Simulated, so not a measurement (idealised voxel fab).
process module | voxel released beams
cross-section cut | 220 nm wide | cells 5 nm
A cross-section is a grid of square cells, given in bands from the top down. A band is one or more rows of cells.
Each band's line starts with the height of the band's top and of its bottom, in nm. Then come its materials from left to right, each with its width in nm. One material with "throughout" fills the band from edge to edge. "air" is empty space.
Height 0 is the level under which the wafer as received is all one material. The lowest band goes on downwards, as in "0 down".
A width such as "30 to 40" changes by the same amount from each row of cells to the next, from the band's top row to its bottom row.
"no change" after a step means that no cell of the cross-section changed.
closed voids: empty space of 8 cells or more with no open way to the top, each as width x height at its distance from the left edge, in nm
after a step's settings: what the simulator itself notes on the step
overlay nm, on a step with a mask: how far to the right of its planned place the mask lay; to the left if negative
plan
1 op RECEIVE | material Si
2 op CONFORMAL_DEP | material SiN | thk nm 10
3 op DIRECTIONAL_DEP | material SiO2 | thk nm 15
4 op MASKED_ETCH | tone open | mask id ANCHOR | width nm 45 | etch materials SiO2 | depth nm 15 | overlay nm 0
5 op CONFORMAL_DEP | material TiN | thk nm 15
6 op PATTERN | tone cover | mask id BEAM | material resist | width nm 120 | thk nm 20 | overlay nm 0
7 op DIRECTIONAL_ETCH | etch materials TiN | depth nm 15
8 op STRIP | etch materials resist
9 op STRIP | etch materials SiO2
varied across the wafers: width nm of step 6. The plan shows the first wafer's value. All wafers start alike
first wafer as received, after step 1
  0 down: Si throughout
  closed voids: none
each wafer at the end: cells of each material gained (+) or lost (-) since it was received, then its closed voids
width nm 120 | +88 SiN | +90 TiN | closed voids: none
width nm 125 | +88 SiN | +93 TiN | closed voids: none
width nm 130 | +88 SiN | +96 TiN | closed voids: none
width nm 135 | +88 SiN | +99 TiN | closed voids: none
width nm 140 | +88 SiN | +102 TiN | closed voids: none
width nm 145 | +88 SiN | +105 TiN | closed voids: none
